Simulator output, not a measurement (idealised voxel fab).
Herein follows the process module entitled voxel self aligned vias.
Xsec cut, 225 nm wide, square cell size 5 nm.
Bands, listed from the top down, are how a cross-section gets written in this document; the cross-section itself is a grid of square cells, and a band is one or more rows of them. Each band's line starts with the height of the band's top and of its bottom, in nm. Then come its materials from left to right, each with its width in nm. One material with "throughout" fills the band from edge to edge. "blank" is empty space. Measure heights from 0. That's the level where, below it, the as-received wafer is all one material. The lowest band is bottomless and extends downward; write it as in "0 nm and below". Read "30 to 40" as a graded width: first number on top, second number at the bottom, same change between each pair of neighbouring rows. "nothing was modified" (step): cross-section cells unchanged, all of them. Closed-off voids of 8+ cells (no open route to the top) go in "Enclosed internal cavities", written width x height at distance from the left edge, in nm. The remark found on a step's line after its settings is issued by the simulator itself and pertains to that step. overlay nm: on a step with a mask, how far right of its planned place the mask lay; negative means left.
## The steps planned for the process are as follows
1. RECEIVE,material Si
2. CONFORMAL_DEP,material SiO2,thk nm 15
3. CONFORMAL_DEP,material SiCN,thk nm 5
4. DIRECTIONAL_DEP,material SiO2,thk nm 25
5. DIRECTIONAL_DEP,material aC,thk nm 10
6. PATTERN,tone open,mask id LINES,material resist,width nm 30,pitch nm 55,thk nm 25,overlay nm 0
7. DIRECTIONAL_ETCH,etch materials aC,depth nm 10
8. STRIP,etch materials resist
9. DIRECTIONAL_ETCH,etch materials SiO2,depth nm 25
10. STRIP,etch materials aC
11. CONFORMAL_DEP,material TiN,thk nm 5
12. FILL_DEP,material Ru,thk nm 10
13. CMP,height nm 45
14. SELECTIVE_ETCH,etch materials W Ru TiN,depth nm 10
15. FILL_DEP,material SiN,thk nm 10
16. CMP,height nm 45
17. DIRECTIONAL_DEP,material SiO2,thk nm 15
18. DIRECTIONAL_DEP,material aC,thk nm 15
19. PATTERN,tone open,mask id VIAS,material resist,width nm 40,thk nm 35,overlay nm 0
20. DIRECTIONAL_ETCH,etch materials aC,depth nm 15
21. STRIP,etch materials resist
22. DIRECTIONAL_ETCH,etch materials SiO2,depth nm 15
23. DIRECTIONAL_ETCH,etch materials SiN,depth nm 10
24. STRIP,etch materials aC
25. CONFORMAL_DEP,material TiN,thk nm 5
26. FILL_DEP,material Ru,thk nm 10
27. CMP,height nm 60
28. CONFORMAL_DEP,material SiN,thk nm 5
## Wafer as received: cross-section following step 1
* 0 nm and below = Si throughout
* Enclosed internal cavities: none
## Cross-section taken at module completion on the first of two wafers; processed per the plan
* 65 nm to 60 nm = SiN throughout
* 60 nm to 50 nm = SiO2 65 nm  TiN 5 nm  Ru 30 nm  TiN 5 nm  SiO2 120 nm
* 50 nm to 45 nm = SiO2 65 nm  TiN 10 nm  Ru 20 nm  TiN 10 nm  SiO2 120 nm
* 45 nm to 40 nm = SiO2 70 nm  TiN 5 nm  Ru 20 nm  TiN 5 nm  SiO2 25 nm  SiN 30 nm  SiO2 70 nm
* 40 nm to 35 nm = SiO2 70 nm  TiN 30 nm  SiO2 25 nm  SiN 30 nm  SiO2 70 nm
* 35 nm to 25 nm = SiO2 70 nm  TiN 5 nm  Ru 20 nm  TiN 5 nm  SiO2 25 nm  TiN 5 nm  Ru 20 nm  TiN 5 nm  SiO2 70 nm
* 25 nm to 20 nm = SiO2 70 nm  TiN 30 nm  SiO2 25 nm  TiN 30 nm  SiO2 70 nm
* 20 nm to 15 nm = SiCN throughout
* 15 nm to 0 nm = SiO2 throughout
* 0 nm and below = Si throughout
* Enclosed internal cavities: none
## Second wafer cross-section at end of module - shared start and plan with the first, one mistake in the run
* 65 nm to 60 nm = SiN throughout
* 60 nm to 45 nm = SiO2 65 nm  TiN 5 nm  Ru 30 nm  TiN 5 nm  SiO2 120 nm
* 45 nm to 40 nm = SiN 65 nm  TiN 10 nm  Ru 20 nm  TiN 10 nm  SiN 120 nm
* 40 nm to 35 nm = SiO2 70 nm  TiN 30 nm  SiO2 25 nm  SiN 30 nm  SiO2 70 nm
* 35 nm to 20 nm = SiO2 70 nm  TiN 5 nm  Ru 20 nm  TiN 5 nm  SiO2 25 nm  TiN 5 nm  Ru 20 nm  TiN 5 nm  SiO2 70 nm
* 20 nm to 15 nm = SiO2 70 nm  TiN 30 nm  SiO2 25 nm  TiN 30 nm  SiO2 70 nm
* 15 nm to 0 nm = SiO2 throughout
* 0 nm and below = Si throughout
* Enclosed internal cavities: none
Heads up, the wafer didn't run the way we planned it: step 3 from the plan never happened, it was just skipped
Final tally in cells, some materials are higher or lower on the second wafer than on the first: Ru: 10 more, SiCN: 45 fewer, SiN: 31 more, TiN: 4 more
